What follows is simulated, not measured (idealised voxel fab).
Process module, titled voxel self aligned vias
The cross-section shown here is cut; it is 290 nm wide and divided into square cells measuring 5 nm on a side.
Cross-section spec: square-cell grid; bands listed top down; each band is one or more rows. The entry gives the band's vertical extent as a top height and a bottom height in nm, then its horizontal make-up as materials from left to right, each with a width in nm. "air" stands for empty space; a single material marked "throughout" fills the band edge to edge. Height datum 0, below which the as-received substrate wafer is one material. Lowest band open at the bottom, running downward: "from 0 down". A two-number width, for instance "30->40", indicates that the width is equal to the first number in the top row of the band and to the second number in the bottom row, and that it changes by a constant amount per row of cells. When a step is marked "everything unchanged", none of the cells in the cross-section changed during that step. Any empty space of 8 cells or more lacking an open way to the top shows up in "Closed internal voids" as width x height at distance, distance from the left edge, in nm. It should be noted that, on the line of a given step, the content following the step's settings is a remark produced by the simulator itself with respect to that step. The "overlay nm" setting may appear on a step's line; for a step that uses a mask, it gives how far to the right of its planned position the mask lay, and a negative value indicates the left.

# Steps planned for the process
1: RECEIVE: material Si
2: CONFORMAL_DEP: material SiO2, thk nm 15
3: CONFORMAL_DEP: material SiCN, thk nm 5
4: DIRECTIONAL_DEP: material SiO2, thk nm 20
5: PATTERN: tone open, mask id LINES, material resist, width nm 30, pitch nm 70, thk nm 15, overlay nm 0
6: DIRECTIONAL_ETCH: etch materials SiO2, depth nm 20
7: STRIP: etch materials resist
8: CONFORMAL_DEP: material TiN, thk nm 5
9: FILL_DEP: material W, thk nm 5
10: CMP: height nm 40
11: SELECTIVE_ETCH: etch materials W Ru TiN, depth nm 5
12: FILL_DEP: material SiN, thk nm 5
13: CMP: height nm 40
14: DIRECTIONAL_DEP: material SiO2, thk nm 20
15: MASKED_ETCH: tone open, mask id VIAS, width nm 40, pitch nm 70, etch materials SiO2, depth nm 20, overlay nm 0
16: MASKED_ETCH: tone open, mask id VIAS, width nm 40, pitch nm 70, etch materials SiN, depth nm 5, overlay nm 0
17: CONFORMAL_DEP: material TiN, thk nm 5
18: FILL_DEP: material Cu, thk nm 5
19: CMP: height nm 60
20: CONFORMAL_DEP: material SiN, thk nm 5

# So, the first of our two wafers, run just as we planned it

# Cross-section of the incoming wafer, state after step 1
- from 0 down | Si throughout
- Closed internal voids: none

# The following cross-section depicts the wafer upon completion of step 2
- from 15 to 0 | SiO2 throughout
- Unchanged below 0.

# The following cross-section depicts the wafer upon completion of step 3
- from 20 to 15 | SiCN throughout
- Unchanged below 15.

# The following cross-section depicts the wafer upon completion of step 4
- from 40 to 20 | SiO2 throughout
- Unchanged below 20.

# The following cross-section depicts the wafer upon completion of step 5
- from 55 to 40 | 60 of resist  30 of air  40 of resist  30 of air  40 of resist  30 of air  60 of resist
- Unchanged below 40.

# The following cross-section depicts the wafer upon completion of step 6
- from 55 to 40 | 60 of resist  30 of air  40 of resist  30 of air  40 of resist  30 of air  60 of resist
- from 40 to 20 | 60 of SiO2  30 of air  40 of SiO2  30 of air  40 of SiO2  30 of air  60 of SiO2
- Unchanged below 20.

# The following cross-section depicts the wafer upon completion of step 7
- from 40 to 20 | 60 of SiO2  30 of air  40 of SiO2  30 of air  40 of SiO2  30 of air  60 of SiO2
- Unchanged below 20.

# The following cross-section depicts the wafer upon completion of step 8
- from 45 to 40 | 65 of TiN  20 of air  50 of TiN  20 of air  50 of TiN  20 of air  65 of TiN
- from 40 to 25 | 60 of SiO2  5 of TiN  20 of air  5 of TiN  40 of SiO2  5 of TiN  20 of air  5 of TiN  40 of SiO2  5 of TiN  20 of air  5 of TiN  60 of SiO2
- from 25 to 20 | 60 of SiO2  30 of TiN  40 of SiO2  30 of TiN  40 of SiO2  30 of TiN  60 of SiO2
- Unchanged below 20.

# The following cross-section depicts the wafer upon completion of step 9
- from 50 to 45 | W throughout
- from 45 to 40 | 65 of TiN  20 of W  50 of TiN  20 of W  50 of TiN  20 of W  65 of TiN
- from 40 to 25 | 60 of SiO2  5 of TiN  20 of W  5 of TiN  40 of SiO2  5 of TiN  20 of W  5 of TiN  40 of SiO2  5 of TiN  20 of W  5 of TiN  60 of SiO2
- Unchanged below 25.

# The following cross-section depicts the wafer upon completion of step 10
- from 40 to 25 | 60 of SiO2  5 of TiN  20 of W  5 of TiN  40 of SiO2  5 of TiN  20 of W  5 of TiN  40 of SiO2  5 of TiN  20 of W  5 of TiN  60 of SiO2
- Unchanged below 25.

# The following cross-section depicts the wafer upon completion of step 11
- from 40 to 35 | 60 of SiO2  30 of air  40 of SiO2  30 of air  40 of SiO2  30 of air  60 of SiO2
- Unchanged below 35.

# The following cross-section depicts the wafer upon completion of step 12
- from 45 to 40 | SiN throughout
- from 40 to 35 | 60 of SiO2  30 of SiN  40 of SiO2  30 of SiN  40 of SiO2  30 of SiN  60 of SiO2
- Unchanged below 35.

# The following cross-section depicts the wafer upon completion of step 13
- from 40 to 35 | 60 of SiO2  30 of SiN  40 of SiO2  30 of SiN  40 of SiO2  30 of SiN  60 of SiO2
- Unchanged below 35.

# The following cross-section depicts the wafer upon completion of step 14
- from 60 to 40 | SiO2 throughout
- Unchanged below 40.

# The following cross-section depicts the wafer upon completion of step 15
- from 60 to 40 | 55 of SiO2  40 of air  30 of SiO2  40 of air  30 of SiO2  40 of air  55 of SiO2
- Unchanged below 40.

# The following cross-section depicts the wafer upon completion of step 16
- from 60 to 40 | 55 of SiO2  40 of air  30 of SiO2  40 of air  30 of SiO2  40 of air  55 of SiO2
- from 40 to 35 | 60 of SiO2  30 of air  40 of SiO2  30 of air  40 of SiO2  30 of air  60 of SiO2
- Unchanged below 35.

# The following cross-section depicts the wafer upon completion of step 17
- from 65 to 60 | 60 of TiN  30 of air  40 of TiN  30 of air  40 of TiN  30 of air  60 of TiN
- from 60 to 45 | 55 of SiO2  5 of TiN  30 of air  5 of TiN  30 of SiO2  5 of TiN  30 of air  5 of TiN  30 of SiO2  5 of TiN  30 of air  5 of TiN  55 of SiO2
- from 45 to 40 | 55 of SiO2  10 of TiN  20 of air  10 of TiN  30 of SiO2  10 of TiN  20 of air  10 of TiN  30 of SiO2  10 of TiN  20 of air  10 of TiN  55 of SiO2
- from 40 to 35 | 60 of SiO2  30 of TiN  40 of SiO2  30 of TiN  40 of SiO2  30 of TiN  60 of SiO2
- Unchanged below 35.

# The following cross-section depicts the wafer upon completion of step 18
- from 70 to 65 | Cu throughout
- from 65 to 60 | 60 of TiN  30 of Cu  40 of TiN  30 of Cu  40 of TiN  30 of Cu  60 of TiN
- from 60 to 45 | 55 of SiO2  5 of TiN  30 of Cu  5 of TiN  30 of SiO2  5 of TiN  30 of Cu  5 of TiN  30 of SiO2  5 of TiN  30 of Cu  5 of TiN  55 of SiO2
- from 45 to 40 | 55 of SiO2  10 of TiN  20 of Cu  10 of TiN  30 of SiO2  10 of TiN  20 of Cu  10 of TiN  30 of SiO2  10 of TiN  20 of Cu  10 of TiN  55 of SiO2
- Unchanged below 40.

# The following cross-section depicts the wafer upon completion of step 19
- from 60 to 45 | 55 of SiO2  5 of TiN  30 of Cu  5 of TiN  30 of SiO2  5 of TiN  30 of Cu  5 of TiN  30 of SiO2  5 of TiN  30 of Cu  5 of TiN  55 of SiO2
- Unchanged below 45.

# The following cross-section depicts the wafer upon completion of step 20
- from 65 to 60 | SiN throughout
- Unchanged below 60.

# The Second Wafer: Common Origin and Plan, One Mistake in Execution, Identical to the First Through Step 4

# The second wafer cut through, at the time step 5 was supposed to be finished
- from 55 to 40 | 65 of resist  20 of air  50 of resist  20 of air  50 of resist  20 of air  65 of resist
- Unchanged below 40.

# The second wafer cut through, at the time step 6 was supposed to be finished
- from 55 to 40 | 65 of resist  20 of air  50 of resist  20 of air  50 of resist  20 of air  65 of resist
- from 40 to 20 | 65 of SiO2  20 of air  50 of SiO2  20 of air  50 of SiO2  20 of air  65 of SiO2
- Unchanged below 20.

# The second wafer cut through, at the time step 7 was supposed to be finished
- from 40 to 20 | 65 of SiO2  20 of air  50 of SiO2  20 of air  50 of SiO2  20 of air  65 of SiO2
- Unchanged below 20.

# The second wafer cut through, at the time step 8 was supposed to be finished
- from 45 to 40 | 70 of TiN  10 of air  60 of TiN  10 of air  60 of TiN  10 of air  70 of TiN
- from 40 to 25 | 65 of SiO2  5 of TiN  10 of air  5 of TiN  50 of SiO2  5 of TiN  10 of air  5 of TiN  50 of SiO2  5 of TiN  10 of air  5 of TiN  65 of SiO2
- from 25 to 20 | 65 of SiO2  20 of TiN  50 of SiO2  20 of TiN  50 of SiO2  20 of TiN  65 of SiO2
- Unchanged below 20.

# The second wafer cut through, at the time step 9 was supposed to be finished
- from 50 to 45 | W throughout
- from 45 to 40 | 70 of TiN  10 of W  60 of TiN  10 of W  60 of TiN  10 of W  70 of TiN
- from 40 to 25 | 65 of SiO2  5 of TiN  10 of W  5 of TiN  50 of SiO2  5 of TiN  10 of W  5 of TiN  50 of SiO2  5 of TiN  10 of W  5 of TiN  65 of SiO2
- Unchanged below 25.

# The second wafer cut through, at the time step 10 was supposed to be finished
- from 40 to 25 | 65 of SiO2  5 of TiN  10 of W  5 of TiN  50 of SiO2  5 of TiN  10 of W  5 of TiN  50 of SiO2  5 of TiN  10 of W  5 of TiN  65 of SiO2
- Unchanged below 25.

# The second wafer cut through, at the time step 11 was supposed to be finished
- from 40 to 35 | 65 of SiO2  20 of air  50 of SiO2  20 of air  50 of SiO2  20 of air  65 of SiO2
- Unchanged below 35.

# The second wafer cut through, at the time step 12 was supposed to be finished
- from 45 to 40 | SiN throughout
- from 40 to 35 | 65 of SiO2  20 of SiN  50 of SiO2  20 of SiN  50 of SiO2  20 of SiN  65 of SiO2
- Unchanged below 35.

# The second wafer cut through, at the time step 13 was supposed to be finished
- from 40 to 35 | 65 of SiO2  20 of SiN  50 of SiO2  20 of SiN  50 of SiO2  20 of SiN  65 of SiO2
- Unchanged below 35.

# The second wafer cut through, at the time step 14 was supposed to be finished
- from 60 to 40 | SiO2 throughout
- Unchanged below 40.

# The second wafer cut through, at the time step 15 was supposed to be finished
- from 60 to 40 | 55 of SiO2  40 of air  30 of SiO2  40 of air  30 of SiO2  40 of air  55 of SiO2
- Unchanged below 40.

# The second wafer cut through, at the time step 16 was supposed to be finished
- from 60 to 40 | 55 of SiO2  40 of air  30 of SiO2  40 of air  30 of SiO2  40 of air  55 of SiO2
- from 40 to 35 | 65 of SiO2  20 of air  50 of SiO2  20 of air  50 of SiO2  20 of air  65 of SiO2
- Unchanged below 35.

# The second wafer cut through, at the time step 17 was supposed to be finished
- from 65 to 60 | 60 of TiN  30 of air  40 of TiN  30 of air  40 of TiN  30 of air  60 of TiN
- from 60 to 45 | 55 of SiO2  5 of TiN  30 of air  5 of TiN  30 of SiO2  5 of TiN  30 of air  5 of TiN  30 of SiO2  5 of TiN  30 of air  5 of TiN  55 of SiO2
- from 45 to 40 | 55 of SiO2  15 of TiN  10 of air  15 of TiN  30 of SiO2  15 of TiN  10 of air  15 of TiN  30 of SiO2  15 of TiN  10 of air  15 of TiN  55 of SiO2
- from 40 to 35 | 65 of SiO2  20 of TiN  50 of SiO2  20 of TiN  50 of SiO2  20 of TiN  65 of SiO2
- Unchanged below 35.

# The second wafer cut through, at the time step 18 was supposed to be finished
- from 70 to 65 | Cu throughout
- from 65 to 60 | 60 of TiN  30 of Cu  40 of TiN  30 of Cu  40 of TiN  30 of Cu  60 of TiN
- from 60 to 45 | 55 of SiO2  5 of TiN  30 of Cu  5 of TiN  30 of SiO2  5 of TiN  30 of Cu  5 of TiN  30 of SiO2  5 of TiN  30 of Cu  5 of TiN  55 of SiO2
- from 45 to 40 | 55 of SiO2  15 of TiN  10 of Cu  15 of TiN  30 of SiO2  15 of TiN  10 of Cu  15 of TiN  30 of SiO2  15 of TiN  10 of Cu  15 of TiN  55 of SiO2
- Unchanged below 40.

# The second wafer cut through, at the time step 19 was supposed to be finished
- from 60 to 45 | 55 of SiO2  5 of TiN  30 of Cu  5 of TiN  30 of SiO2  5 of TiN  30 of Cu  5 of TiN  30 of SiO2  5 of TiN  30 of Cu  5 of TiN  55 of SiO2
- Unchanged below 45.

# The second wafer cut through, at the time step 20 was supposed to be finished
- from 65 to 60 | SiN throughout
- Unchanged below 60.
Deviation noted in wafer processing: step 5 was not run as planned; what actually ran was PATTERN: tone open, mask id LINES, material resist, width nm 20, pitch nm 70, thk nm 15, overlay nm 0
Final wafer comparison in cells, second versus first, more or fewer per material: Cu: 6 fewer | SiO2: 24 more | TiN: 6 fewer | W: 12 fewer
